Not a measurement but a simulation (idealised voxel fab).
process module | voxel transistor to metal
cross-section cut | 175 nm wide | cells 5 nm
A cross-section is a grid of square cells, given in bands from the top down. A band is one or more rows of cells.
Each band's line starts with the height of the band's top and of its bottom, in nm. Then come its materials from left to right, each with its width in nm. One material with "throughout" fills the band from edge to edge. "air" is empty space.
Height 0 is the level under which the wafer as received is all one material. The lowest band goes on downwards, as in "0 down".
A width such as "30 to 40" changes by the same amount from each row of cells to the next, from the band's top row to its bottom row.
"no change" after a step means that no cell of the cross-section changed.
closed voids: empty space of 8 cells or more with no open way to the top, each as width x height at its distance from the left edge, in nm
after a step's settings: what the simulator itself notes on the step
overlay nm, on a step with a mask: how far to the right of its planned place the mask lay; to the left if negative
plan
1 op RECEIVE | material Si
2 op OXIDIZE | depth nm 5
3 op CONFORMAL_DEP | material SiN | thk nm 15
4 op DIRECTIONAL_DEP | material aC | thk nm 10
5 op PATTERN | tone cover | mask id ACTIVE | material resist | width nm 105 | thk nm 30 | overlay nm 0
6 op DIRECTIONAL_ETCH | etch materials aC | depth nm 10
7 op STRIP | etch materials resist
8 op DIRECTIONAL_ETCH | etch materials SiN | depth nm 15
9 op DIRECTIONAL_ETCH | etch materials SiO2 | depth nm 5
10 op DIRECTIONAL_ETCH | etch materials Si | depth nm 35
11 op STRIP | etch materials aC
12 op OXIDIZE | depth nm 5
13 op FILL_DEP | material SiO2 | thk nm 5
14 op CMP | height nm 15
15 op SELECTIVE_ETCH | etch materials SiO2 | depth nm 5
16 op STRIP | etch materials SiN
17 op SELECTIVE_ETCH | etch materials SiO2 | depth nm 5
18 op OXIDIZE | depth nm 5
19 op DIRECTIONAL_DEP | material polySi | thk nm 25
20 op DIRECTIONAL_DEP | material SiCN | thk nm 10
21 op PATTERN | tone cover | mask id GATE | material resist | width nm 15 | thk nm 20 | overlay nm 0
22 op DIRECTIONAL_ETCH | etch materials SiCN | depth nm 20
23 op DIRECTIONAL_ETCH | etch materials polySi | depth nm 35
24 op STRIP | etch materials resist
25 op CONFORMAL_DEP | material SiO2 | thk nm 5
26 op DIRECTIONAL_ETCH | etch materials SiO2 | depth nm 5
27 op CONFORMAL_DEP | material SiN | thk nm 5
28 op DIRECTIONAL_ETCH | etch materials SiN | depth nm 5
29 op DIRECTIONAL_ETCH | etch materials SiO2 | depth nm 5
30 op DIRECTIONAL_ETCH | etch materials Si | depth nm 5
31 op EPI | material pSi | thk nm 5
32 op FILL_DEP | material SiO2 | thk nm 5
33 op CMP | height nm 30
34 op DIRECTIONAL_DEP | material SiO2 | thk nm 15
35 op DIRECTIONAL_DEP | material aC | thk nm 10
36 op PATTERN | tone open | mask id CONTACT | material resist | width nm 30 | pitch nm 55 | thk nm 30 | overlay nm 0
37 op DIRECTIONAL_ETCH | etch materials aC | depth nm 10
38 op STRIP | etch materials resist
39 op DIRECTIONAL_ETCH | etch materials SiO2 | depth nm 55
40 op STRIP | etch materials aC
41 op CONFORMAL_DEP | material TiN | thk nm 5
42 op FILL_DEP | material W | thk nm 5
43 op CMP | height nm 45
44 op CONFORMAL_DEP | material SiN | thk nm 5
45 op DIRECTIONAL_DEP | material SiO2 | thk nm 15
46 op PATTERN | tone open | mask id METAL_1 | material resist | width nm 20 | pitch nm 65 | thk nm 20 | overlay nm 0
47 op DIRECTIONAL_ETCH | etch materials SiO2 | depth nm 15
48 op DIRECTIONAL_ETCH | etch materials SiN | depth nm 5
49 op STRIP | etch materials resist
50 op CONFORMAL_DEP | material TiN | thk nm 5
51 op FILL_DEP | material Ru | thk nm 5
52 op CMP | height nm 65
53 op EPI | material Ru | thk nm 5
54 op FILL_DEP | material SiCN | thk nm 5
first wafer, as planned
as received, after step 1
  0 down: Si throughout
  closed voids: none
after step 2
  0 to -5: SiO2 throughout
  below -5: unchanged
after step 3
  15 to 0: SiN throughout
  below 0: unchanged
after step 4
  25 to 15: aC throughout
  below 15: unchanged
after step 5
  55 to 25: air 35 | resist 105 | air 35
  below 25: unchanged
after step 6
  45 to 25: air 35 | resist 105 | air 35
  25 to 15: air 35 | aC 105 | air 35
  below 15: unchanged
after step 7
  25 to 15: air 35 | aC 105 | air 35
  below 15: unchanged
after step 8
  25 to 15: air 35 | aC 105 | air 35
  15 to 0: air 35 | SiN 105 | air 35
  below 0: unchanged
after step 9
  25 to 15: air 35 | aC 105 | air 35
  15 to 0: air 35 | SiN 105 | air 35
  0 to -5: air 35 | SiO2 105 | air 35
  below -5: unchanged
after step 10
  25 to 15: air 35 | aC 105 | air 35
  15 to 0: air 35 | SiN 105 | air 35
  0 to -5: air 35 | SiO2 105 | air 35
  -5 to -40: air 35 | Si 105 | air 35
  below -40: unchanged
after step 11
  15 to 0: air 35 | SiN 105 | air 35
  below 0: unchanged
after step 12
  15 to 0: air 35 | SiN 105 | air 35
  0 to -5: air 35 | SiO2 105 | air 35
  -5 to -40: air 35 | SiO2 5 | Si 95 | SiO2 5 | air 35
  -40 to -45: SiO2 40 | Si 95 | SiO2 40
  below -45: unchanged
after step 13
  20 to 15: SiO2 throughout
  15 to 0: SiO2 35 | SiN 105 | SiO2 35
  0 to -5: SiO2 throughout
  -5 to -45: SiO2 40 | Si 95 | SiO2 40
  below -45: unchanged
after step 14
  15 to 0: SiO2 35 | SiN 105 | SiO2 35
  below 0: unchanged
after step 15
  15 to 10: air 35 | SiN 105 | air 35
  below 10: unchanged
after step 16
  10 to 0: SiO2 35 | air 105 | SiO2 35
  below 0: unchanged
after step 17
  5 to -5: SiO2 30 | air 115 | SiO2 30
  below -5: unchanged
after step 18
  5 to -5: SiO2 30 | air 115 | SiO2 30
  -5 to -10: SiO2 throughout
  below -10: unchanged
after step 19
  30 to 20: polySi 30 | air 115 | polySi 30
  20 to 5: polySi throughout
  5 to -5: SiO2 30 | polySi 115 | SiO2 30
  below -5: unchanged
after step 20
  40 to 30: SiCN 30 | air 115 | SiCN 30
  30 to 20: polySi 30 | SiCN 115 | polySi 30
  below 20: unchanged
after step 21
  60 to 40: air 80 | resist 15 | air 80
  40 to 30: SiCN 30 | air 50 | resist 15 | air 50 | SiCN 30
  below 30: unchanged
after step 22
  60 to 30: air 80 | resist 15 | air 80
  30 to 20: polySi 30 | air 50 | SiCN 15 | air 50 | polySi 30
  below 20: unchanged
after step 23
  60 to 30: air 80 | resist 15 | air 80
  30 to 20: air 80 | SiCN 15 | air 80
  20 to 5: air 80 | polySi 15 | air 80
  5 to -5: SiO2 30 | air 50 | polySi 15 | air 50 | SiO2 30
  below -5: unchanged
after step 24
  30 to 20: air 80 | SiCN 15 | air 80
  below 20: unchanged
after step 25
  35 to 30: air 75 | SiO2 25 | air 75
  30 to 20: air 75 | SiO2 5 | SiCN 15 | SiO2 5 | air 75
  20 to 10: air 75 | SiO2 5 | polySi 15 | SiO2 5 | air 75
  10 to 0: SiO2 35 | air 40 | SiO2 5 | polySi 15 | SiO2 5 | air 40 | SiO2 35
  0 to -5: SiO2 80 | polySi 15 | SiO2 80
  below -5: unchanged
after step 26
  30 to 20: air 75 | SiO2 5 | SiCN 15 | SiO2 5 | air 75
  20 to 5: air 75 | SiO2 5 | polySi 15 | SiO2 5 | air 75
  5 to -5: SiO2 35 | air 40 | SiO2 5 | polySi 15 | SiO2 5 | air 40 | SiO2 35
  below -5: unchanged
after step 27
  35 to 30: air 70 | SiN 35 | air 70
  30 to 20: air 70 | SiN 5 | SiO2 5 | SiCN 15 | SiO2 5 | SiN 5 | air 70
  20 to 10: air 70 | SiN 5 | SiO2 5 | polySi 15 | SiO2 5 | SiN 5 | air 70
  10 to 5: SiN 40 | air 30 | SiN 5 | SiO2 5 | polySi 15 | SiO2 5 | SiN 5 | air 30 | SiN 40
  5 to 0: SiO2 35 | SiN 5 | air 30 | SiN 5 | SiO2 5 | polySi 15 | SiO2 5 | SiN 5 | air 30 | SiN 5 | SiO2 35
  0 to -5: SiO2 35 | SiN 40 | SiO2 5 | polySi 15 | SiO2 5 | SiN 40 | SiO2 35
  below -5: unchanged
after step 28
  30 to 20: air 70 | SiN 5 | SiO2 5 | SiCN 15 | SiO2 5 | SiN 5 | air 70
  20 to 5: air 70 | SiN 5 | SiO2 5 | polySi 15 | SiO2 5 | SiN 5 | air 70
  5 to -5: SiO2 35 | SiN 5 | air 30 | SiN 5 | SiO2 5 | polySi 15 | SiO2 5 | SiN 5 | air 30 | SiN 5 | SiO2 35
  below -5: unchanged
after step 29
  30 to 25: air 70 | SiN 5 | air 5 | SiCN 15 | air 5 | SiN 5 | air 70
  25 to 20: air 70 | SiN 5 | SiO2 5 | SiCN 15 | SiO2 5 | SiN 5 | air 70
  20 to 5: air 70 | SiN 5 | SiO2 5 | polySi 15 | SiO2 5 | SiN 5 | air 70
  5 to 0: air 35 | SiN 5 | air 30 | SiN 5 | SiO2 5 | polySi 15 | SiO2 5 | SiN 5 | air 30 | SiN 5 | air 35
  0 to -5: SiO2 35 | SiN 5 | air 30 | SiN 5 | SiO2 5 | polySi 15 | SiO2 5 | SiN 5 | air 30 | SiN 5 | SiO2 35
  -5 to -10: SiO2 40 | air 30 | SiO2 35 | air 30 | SiO2 40
  below -10: unchanged
after step 30
  30 to 25: air 70 | SiN 5 | air 5 | SiCN 15 | air 5 | SiN 5 | air 70
  25 to 20: air 70 | SiN 5 | SiO2 5 | SiCN 15 | SiO2 5 | SiN 5 | air 70
  20 to 5: air 70 | SiN 5 | SiO2 5 | polySi 15 | SiO2 5 | SiN 5 | air 70
  5 to 0: air 35 | SiN 5 | air 30 | SiN 5 | SiO2 5 | polySi 15 | SiO2 5 | SiN 5 | air 30 | SiN 5 | air 35
  0 to -5: SiO2 35 | SiN 5 | air 30 | SiN 5 | SiO2 5 | polySi 15 | SiO2 5 | SiN 5 | air 30 | SiN 5 | SiO2 35
  -5 to -10: SiO2 40 | air 30 | SiO2 35 | air 30 | SiO2 40
  -10 to -15: SiO2 40 | air 30 | Si 35 | air 30 | SiO2 40
  below -15: unchanged
after step 31
  30 to 25: air 70 | SiN 5 | air 5 | SiCN 15 | air 5 | SiN 5 | air 70
  25 to 20: air 70 | SiN 5 | SiO2 5 | SiCN 15 | SiO2 5 | SiN 5 | air 70
  20 to 5: air 70 | SiN 5 | SiO2 5 | polySi 15 | SiO2 5 | SiN 5 | air 70
  5 to 0: air 35 | SiN 5 | air 30 | SiN 5 | SiO2 5 | polySi 15 | SiO2 5 | SiN 5 | air 30 | SiN 5 | air 35
  0 to -5: SiO2 35 | SiN 5 | air 30 | SiN 5 | SiO2 5 | polySi 15 | SiO2 5 | SiN 5 | air 30 | SiN 5 | SiO2 35
  -5 to -10: SiO2 40 | air 25 | pSi 5 | SiO2 35 | pSi 5 | air 25 | SiO2 40
  -10 to -15: SiO2 40 | pSi 30 | Si 35 | pSi 30 | SiO2 40
  below -15: unchanged
after step 32
  35 to 30: SiO2 throughout
  30 to 20: SiO2 70 | SiN 5 | SiO2 5 | SiCN 15 | SiO2 5 | SiN 5 | SiO2 70
  20 to 5: SiO2 70 | SiN 5 | SiO2 5 | polySi 15 | SiO2 5 | SiN 5 | SiO2 70
  5 to -5: SiO2 35 | SiN 5 | SiO2 30 | SiN 5 | SiO2 5 | polySi 15 | SiO2 5 | SiN 5 | SiO2 30 | SiN 5 | SiO2 35
  -5 to -10: SiO2 65 | pSi 5 | SiO2 35 | pSi 5 | SiO2 65
  below -10: unchanged
after step 33
  30 to 20: SiO2 70 | SiN 5 | SiO2 5 | SiCN 15 | SiO2 5 | SiN 5 | SiO2 70
  below 20: unchanged
after step 34
  45 to 30: SiO2 throughout
  below 30: unchanged
after step 35
  55 to 45: aC throughout
  below 45: unchanged
after step 36
  85 to 55: resist 45 | air 30 | resist 25 | air 30 | resist 45
  below 55: unchanged
after step 37
  75 to 55: resist 45 | air 30 | resist 25 | air 30 | resist 45
  55 to 45: aC 45 | air 30 | aC 25 | air 30 | aC 45
  below 45: unchanged
after step 38
  55 to 45: aC 45 | air 30 | aC 25 | air 30 | aC 45
  below 45: unchanged
after step 39
  55 to 45: aC 45 | air 30 | aC 25 | air 30 | aC 45
  45 to 30: SiO2 45 | air 30 | SiO2 25 | air 30 | SiO2 45
  30 to 20: SiO2 45 | air 25 | SiN 5 | SiO2 5 | SiCN 15 | SiO2 5 | SiN 5 | air 25 | SiO2 45
  20 to 5: SiO2 45 | air 25 | SiN 5 | SiO2 5 | polySi 15 | SiO2 5 | SiN 5 | air 25 | SiO2 45
  5 to -5: SiO2 35 | SiN 5 | SiO2 5 | air 25 | SiN 5 | SiO2 5 | polySi 15 | SiO2 5 | SiN 5 | air 25 | SiO2 5 | SiN 5 | SiO2 35
  -5 to -10: SiO2 45 | air 20 | pSi 5 | SiO2 35 | pSi 5 | air 20 | SiO2 45
  below -10: unchanged
after step 40
  45 to 30: SiO2 45 | air 30 | SiO2 25 | air 30 | SiO2 45
  below 30: unchanged
after step 41
  50 to 45: TiN 50 | air 20 | TiN 35 | air 20 | TiN 50
  45 to 35: SiO2 45 | TiN 5 | air 20 | TiN 5 | SiO2 25 | TiN 5 | air 20 | TiN 5 | SiO2 45
  35 to 30: SiO2 45 | TiN 5 | air 15 | TiN 10 | SiO2 25 | TiN 10 | air 15 | TiN 5 | SiO2 45
  30 to 20: SiO2 45 | TiN 5 | air 15 | TiN 5 | SiN 5 | SiO2 5 | SiCN 15 | SiO2 5 | SiN 5 | TiN 5 | air 15 | TiN 5 | SiO2 45
  20 to 5: SiO2 45 | TiN 5 | air 15 | TiN 5 | SiN 5 | SiO2 5 | polySi 15 | SiO2 5 | SiN 5 | TiN 5 | air 15 | TiN 5 | SiO2 45
  5 to -5: SiO2 35 | SiN 5 | SiO2 5 | TiN 5 | air 15 to 10 | TiN 5 to 10 | SiN 5 | SiO2 5 | polySi 15 | SiO2 5 | SiN 5 | TiN 5 to 10 | air 15 to 10 | TiN 5 | SiO2 5 | SiN 5 | SiO2 35
  -5 to -10: SiO2 45 | TiN 20 | pSi 5 | SiO2 35 | pSi 5 | TiN 20 | SiO2 45
  below -10: unchanged
after step 42
  55 to 50: W throughout
  50 to 45: TiN 50 | W 20 | TiN 35 | W 20 | TiN 50
  45 to 35: SiO2 45 | TiN 5 | W 20 | TiN 5 | SiO2 25 | TiN 5 | W 20 | TiN 5 | SiO2 45
  35 to 30: SiO2 45 | TiN 5 | W 15 | TiN 10 | SiO2 25 | TiN 10 | W 15 | TiN 5 | SiO2 45
  30 to 20: SiO2 45 | TiN 5 | W 15 | TiN 5 | SiN 5 | SiO2 5 | SiCN 15 | SiO2 5 | SiN 5 | TiN 5 | W 15 | TiN 5 | SiO2 45
  20 to 5: SiO2 45 | TiN 5 | W 15 | TiN 5 | SiN 5 | SiO2 5 | polySi 15 | SiO2 5 | SiN 5 | TiN 5 | W 15 | TiN 5 | SiO2 45
  5 to -5: SiO2 35 | SiN 5 | SiO2 5 | TiN 5 | W 15 to 10 | TiN 5 to 10 | SiN 5 | SiO2 5 | polySi 15 | SiO2 5 | SiN 5 | TiN 5 to 10 | W 15 to 10 | TiN 5 | SiO2 5 | SiN 5 | SiO2 35
  below -5: unchanged
after step 43
  45 to 35: SiO2 45 | TiN 5 | W 20 | TiN 5 | SiO2 25 | TiN 5 | W 20 | TiN 5 | SiO2 45
  below 35: unchanged
after step 44
  50 to 45: SiN throughout
  below 45: unchanged
after step 45
  65 to 50: SiO2 throughout
  below 50: unchanged
after step 46
  85 to 65: resist 45 | air 20 | resist 45 | air 20 | resist 45
  below 65: unchanged
after step 47
  85 to 65: resist 45 | air 20 | resist 45 | air 20 | resist 45
  65 to 50: SiO2 45 | air 20 | SiO2 45 | air 20 | SiO2 45
  below 50: unchanged
after step 48
  85 to 65: resist 45 | air 20 | resist 45 | air 20 | resist 45
  65 to 50: SiO2 45 | air 20 | SiO2 45 | air 20 | SiO2 45
  50 to 45: SiN 45 | air 20 | SiN 45 | air 20 | SiN 45
  below 45: unchanged
after step 49
  65 to 50: SiO2 45 | air 20 | SiO2 45 | air 20 | SiO2 45
  below 50: unchanged
after step 50
  70 to 65: TiN 50 | air 10 | TiN 55 | air 10 | TiN 50
  65 to 50: SiO2 45 | TiN 5 | air 10 | TiN 5 | SiO2 45 | TiN 5 | air 10 | TiN 5 | SiO2 45
  50 to 45: SiN 45 | TiN 20 | SiN 45 | TiN 20 | SiN 45
  below 45: unchanged
after step 51
  75 to 70: Ru throughout
  70 to 65: TiN 50 | Ru 10 | TiN 55 | Ru 10 | TiN 50
  65 to 50: SiO2 45 | TiN 5 | Ru 10 | TiN 5 | SiO2 45 | TiN 5 | Ru 10 | TiN 5 | SiO2 45
  below 50: unchanged
after step 52
  65 to 50: SiO2 45 | TiN 5 | Ru 10 | TiN 5 | SiO2 45 | TiN 5 | Ru 10 | TiN 5 | SiO2 45
  below 50: unchanged
after step 53
  70 to 65: air 40 | Ru 30 | air 35 | Ru 30 | air 40
  below 65: unchanged
after step 54
  75 to 70: SiCN throughout
  70 to 65: SiCN 40 | Ru 30 | SiCN 35 | Ru 30 | SiCN 40
  below 65: unchanged
second wafer: like start, like plan, one mistake. Through step 4 it matches the first wafer
when step 5 should have ended
  55 to 25: resist 35 | air 105 | resist 35
  below 25: unchanged
when step 6 should have ended
  45 to 25: resist 35 | air 105 | resist 35
  25 to 15: aC 35 | air 105 | aC 35
  below 15: unchanged
when step 7 should have ended
  25 to 15: aC 35 | air 105 | aC 35
  below 15: unchanged
when step 8 should have ended
  25 to 15: aC 35 | air 105 | aC 35
  15 to 0: SiN 35 | air 105 | SiN 35
  below 0: unchanged
when step 9 should have ended
  25 to 15: aC 35 | air 105 | aC 35
  15 to 0: SiN 35 | air 105 | SiN 35
  0 to -5: SiO2 35 | air 105 | SiO2 35
  below -5: unchanged
when step 10 should have ended
  25 to 15: aC 35 | air 105 | aC 35
  15 to 0: SiN 35 | air 105 | SiN 35
  0 to -5: SiO2 35 | air 105 | SiO2 35
  -5 to -40: Si 35 | air 105 | Si 35
  below -40: unchanged
when step 11 should have ended
  15 to 0: SiN 35 | air 105 | SiN 35
  below 0: unchanged
when step 12 should have ended
  15 to 0: SiN 35 | air 105 | SiN 35
  0 to -5: SiO2 35 | air 105 | SiO2 35
  -5 to -40: Si 30 | SiO2 5 | air 105 | SiO2 5 | Si 30
  -40 to -45: Si 30 | SiO2 115 | Si 30
  below -45: unchanged
when step 13 should have ended
  20 to 15: SiO2 throughout
  15 to 0: SiN 35 | SiO2 105 | SiN 35
  0 to -5: SiO2 throughout
  -5 to -45: Si 30 | SiO2 115 | Si 30
  below -45: unchanged
when step 14 should have ended
  15 to 0: SiN 35 | SiO2 105 | SiN 35
  below 0: unchanged
when step 15 should have ended
  15 to 10: SiN 35 | air 105 | SiN 35
  below 10: unchanged
when step 16 should have ended
  10 to 0: air 35 | SiO2 105 | air 35
  below 0: unchanged
when step 17 should have ended
  5 to -5: air 40 | SiO2 95 | air 40
  below -5: unchanged
when step 18 should have ended
  5 to -5: air 40 | SiO2 95 | air 40
  -5 to -10: SiO2 throughout
  below -10: unchanged
when step 19 should have ended
  30 to 20: air 40 | polySi 95 | air 40
  20 to 5: polySi throughout
  5 to -5: polySi 40 | SiO2 95 | polySi 40
  below -5: unchanged
when step 20 should have ended
  40 to 30: air 40 | SiCN 95 | air 40
  30 to 20: SiCN 40 | polySi 95 | SiCN 40
  below 20: unchanged
when step 21 should have ended
  60 to 40: air 80 | resist 15 | air 80
  below 40: unchanged
when step 22 should have ended
  60 to 40: air 80 | resist 15 | air 80
  40 to 30: air 80 | SiCN 15 | air 80
  30 to 20: air 40 | polySi 95 | air 40
  below 20: unchanged
when step 23 should have ended
  60 to 40: air 80 | resist 15 | air 80
  40 to 30: air 80 | SiCN 15 | air 80
  30 to 5: air 80 | polySi 15 | air 80
  5 to -5: air 40 | SiO2 95 | air 40
  below -5: unchanged
when step 24 should have ended
  40 to 30: air 80 | SiCN 15 | air 80
  below 30: unchanged
when step 25 should have ended
  45 to 40: air 75 | SiO2 25 | air 75
  40 to 30: air 75 | SiO2 5 | SiCN 15 | SiO2 5 | air 75
  30 to 10: air 75 | SiO2 5 | polySi 15 | SiO2 5 | air 75
  10 to 5: air 35 | SiO2 45 | polySi 15 | SiO2 45 | air 35
  5 to 0: air 35 | SiO2 105 | air 35
  0 to -10: SiO2 throughout
  below -10: unchanged
when step 26 should have ended
  40 to 30: air 75 | SiO2 5 | SiCN 15 | SiO2 5 | air 75
  30 to 5: air 75 | SiO2 5 | polySi 15 | SiO2 5 | air 75
  5 to -5: air 35 | SiO2 105 | air 35
  below -5: unchanged
when step 27 should have ended
  45 to 40: air 70 | SiN 35 | air 70
  40 to 30: air 70 | SiN 5 | SiO2 5 | SiCN 15 | SiO2 5 | SiN 5 | air 70
  30 to 10: air 70 | SiN 5 | SiO2 5 | polySi 15 | SiO2 5 | SiN 5 | air 70
  10 to 5: air 30 | SiN 45 | SiO2 5 | polySi 15 | SiO2 5 | SiN 45 | air 30
  5 to 0: air 30 | SiN 5 | SiO2 105 | SiN 5 | air 30
  0 to -5: SiN 35 | SiO2 105 | SiN 35
  below -5: unchanged
when step 28 should have ended
  40 to 30: air 70 | SiN 5 | SiO2 5 | SiCN 15 | SiO2 5 | SiN 5 | air 70
  30 to 5: air 70 | SiN 5 | SiO2 5 | polySi 15 | SiO2 5 | SiN 5 | air 70
  5 to -5: air 30 | SiN 5 | SiO2 105 | SiN 5 | air 30
  below -5: unchanged
when step 29 should have ended
  40 to 35: air 70 | SiN 5 | air 5 | SiCN 15 | air 5 | SiN 5 | air 70
  35 to 30: air 70 | SiN 5 | SiO2 5 | SiCN 15 | SiO2 5 | SiN 5 | air 70
  30 to 5: air 70 | SiN 5 | SiO2 5 | polySi 15 | SiO2 5 | SiN 5 | air 70
  5 to 0: air 30 | SiN 5 | air 35 | SiO2 35 | air 35 | SiN 5 | air 30
  0 to -5: air 30 | SiN 5 | SiO2 105 | SiN 5 | air 30
  -5 to -10: air 30 | SiO2 115 | air 30
  below -10: unchanged
when step 30 should have ended
  40 to 35: air 70 | SiN 5 | air 5 | SiCN 15 | air 5 | SiN 5 | air 70
  35 to 30: air 70 | SiN 5 | SiO2 5 | SiCN 15 | SiO2 5 | SiN 5 | air 70
  30 to 5: air 70 | SiN 5 | SiO2 5 | polySi 15 | SiO2 5 | SiN 5 | air 70
  5 to 0: air 30 | SiN 5 | air 35 | SiO2 35 | air 35 | SiN 5 | air 30
  0 to -5: air 30 | SiN 5 | SiO2 105 | SiN 5 | air 30
  -5 to -15: air 30 | SiO2 115 | air 30
  below -15: unchanged
when step 31 should have ended
  40 to 35: air 70 | SiN 5 | air 5 | SiCN 15 | air 5 | SiN 5 | air 70
  35 to 30: air 70 | SiN 5 | SiO2 5 | SiCN 15 | SiO2 5 | SiN 5 | air 70
  30 to 5: air 70 | SiN 5 | SiO2 5 | polySi 15 | SiO2 5 | SiN 5 | air 70
  5 to 0: air 30 | SiN 5 | air 35 | SiO2 35 | air 35 | SiN 5 | air 30
  0 to -5: air 30 | SiN 5 | SiO2 105 | SiN 5 | air 30
  -5 to -10: air 30 | SiO2 115 | air 30
  -10 to -15: pSi 30 | SiO2 115 | pSi 30
  below -15: unchanged
when step 32 should have ended
  45 to 40: SiO2 throughout
  40 to 30: SiO2 70 | SiN 5 | SiO2 5 | SiCN 15 | SiO2 5 | SiN 5 | SiO2 70
  30 to 5: SiO2 70 | SiN 5 | SiO2 5 | polySi 15 | SiO2 5 | SiN 5 | SiO2 70
  5 to -5: SiO2 30 | SiN 5 | SiO2 105 | SiN 5 | SiO2 30
  -5 to -10: SiO2 throughout
  below -10: unchanged
when step 33 should have ended
  30 to 5: SiO2 70 | SiN 5 | SiO2 5 | polySi 15 | SiO2 5 | SiN 5 | SiO2 70
  below 5: unchanged
when step 34 should have ended
  45 to 30: SiO2 throughout
  below 30: unchanged
when step 35 should have ended
  55 to 45: aC throughout
  below 45: unchanged
when step 36 should have ended
  85 to 55: resist 45 | air 30 | resist 25 | air 30 | resist 45
  below 55: unchanged
when step 37 should have ended
  75 to 55: resist 45 | air 30 | resist 25 | air 30 | resist 45
  55 to 45: aC 45 | air 30 | aC 25 | air 30 | aC 45
  below 45: unchanged
when step 38 should have ended
  55 to 45: aC 45 | air 30 | aC 25 | air 30 | aC 45
  below 45: unchanged
when step 39 should have ended
  55 to 45: aC 45 | air 30 | aC 25 | air 30 | aC 45
  45 to 30: SiO2 45 | air 30 | SiO2 25 | air 30 | SiO2 45
  30 to 5: SiO2 45 | air 25 | SiN 5 | SiO2 5 | polySi 15 | SiO2 5 | SiN 5 | air 25 | SiO2 45
  5 to -5: SiO2 30 | SiN 5 | SiO2 10 | air 25 | SiO2 35 | air 25 | SiO2 10 | SiN 5 | SiO2 30
  -5 to -10: SiO2 45 | air 25 | SiO2 35 | air 25 | SiO2 45
  below -10: unchanged
when step 40 should have ended
  45 to 30: SiO2 45 | air 30 | SiO2 25 | air 30 | SiO2 45
  below 30: unchanged
when step 41 should have ended
  50 to 45: TiN 50 | air 20 | TiN 35 | air 20 | TiN 50
  45 to 35: SiO2 45 | TiN 5 | air 20 | TiN 5 | SiO2 25 | TiN 5 | air 20 | TiN 5 | SiO2 45
  35 to 30: SiO2 45 | TiN 5 | air 15 | TiN 10 | SiO2 25 | TiN 10 | air 15 | TiN 5 | SiO2 45
  30 to 5: SiO2 45 | TiN 5 | air 15 | TiN 5 | SiN 5 | SiO2 5 | polySi 15 | SiO2 5 | SiN 5 | TiN 5 | air 15 | TiN 5 | SiO2 45
  5 to -5: SiO2 30 | SiN 5 | SiO2 10 | TiN 5 | air 15 | TiN 5 | SiO2 35 | TiN 5 | air 15 | TiN 5 | SiO2 10 | SiN 5 | SiO2 30
  -5 to -10: SiO2 45 | TiN 25 | SiO2 35 | TiN 25 | SiO2 45
  below -10: unchanged
when step 42 should have ended
  55 to 50: W throughout
  50 to 45: TiN 50 | W 20 | TiN 35 | W 20 | TiN 50
  45 to 35: SiO2 45 | TiN 5 | W 20 | TiN 5 | SiO2 25 | TiN 5 | W 20 | TiN 5 | SiO2 45
  35 to 30: SiO2 45 | TiN 5 | W 15 | TiN 10 | SiO2 25 | TiN 10 | W 15 | TiN 5 | SiO2 45
  30 to 5: SiO2 45 | TiN 5 | W 15 | TiN 5 | SiN 5 | SiO2 5 | polySi 15 | SiO2 5 | SiN 5 | TiN 5 | W 15 | TiN 5 | SiO2 45
  5 to -5: SiO2 30 | SiN 5 | SiO2 10 | TiN 5 | W 15 | TiN 5 | SiO2 35 | TiN 5 | W 15 | TiN 5 | SiO2 10 | SiN 5 | SiO2 30
  below -5: unchanged
when step 43 should have ended
  45 to 35: SiO2 45 | TiN 5 | W 20 | TiN 5 | SiO2 25 | TiN 5 | W 20 | TiN 5 | SiO2 45
  below 35: unchanged
when step 44 should have ended
  50 to 45: SiN throughout
  below 45: unchanged
when step 45 should have ended
  65 to 50: SiO2 throughout
  below 50: unchanged
when step 46 should have ended
  85 to 65: resist 45 | air 20 | resist 45 | air 20 | resist 45
  below 65: unchanged
when step 47 should have ended
  85 to 65: resist 45 | air 20 | resist 45 | air 20 | resist 45
  65 to 50: SiO2 45 | air 20 | SiO2 45 | air 20 | SiO2 45
  below 50: unchanged
when step 48 should have ended
  85 to 65: resist 45 | air 20 | resist 45 | air 20 | resist 45
  65 to 50: SiO2 45 | air 20 | SiO2 45 | air 20 | SiO2 45
  50 to 45: SiN 45 | air 20 | SiN 45 | air 20 | SiN 45
  below 45: unchanged
when step 49 should have ended
  65 to 50: SiO2 45 | air 20 | SiO2 45 | air 20 | SiO2 45
  below 50: unchanged
when step 50 should have ended
  70 to 65: TiN 50 | air 10 | TiN 55 | air 10 | TiN 50
  65 to 50: SiO2 45 | TiN 5 | air 10 | TiN 5 | SiO2 45 | TiN 5 | air 10 | TiN 5 | SiO2 45
  50 to 45: SiN 45 | TiN 20 | SiN 45 | TiN 20 | SiN 45
  below 45: unchanged
when step 51 should have ended
  75 to 70: Ru throughout
  70 to 65: TiN 50 | Ru 10 | TiN 55 | Ru 10 | TiN 50
  65 to 50: SiO2 45 | TiN 5 | Ru 10 | TiN 5 | SiO2 45 | TiN 5 | Ru 10 | TiN 5 | SiO2 45
  below 50: unchanged
when step 52 should have ended
  65 to 50: SiO2 45 | TiN 5 | Ru 10 | TiN 5 | SiO2 45 | TiN 5 | Ru 10 | TiN 5 | SiO2 45
  below 50: unchanged
when step 53 should have ended
  70 to 65: air 40 | Ru 30 | air 35 | Ru 30 | air 40
  below 65: unchanged
when step 54 should have ended
  75 to 70: SiCN throughout
  70 to 65: SiCN 40 | Ru 30 | SiCN 35 | Ru 30 | SiCN 40
  below 65: unchanged
what went wrong: step 5 ran as: op PATTERN | tone open | mask id ACTIVE | material resist | width nm 105 | thk nm 30 | overlay nm 0
at the end the second wafer has, in cells: 49 fewer of Si | 6 fewer of SiCN | 4 fewer of SiN | 59 more of SiO2 | 2 more of W | 2 fewer of pSi
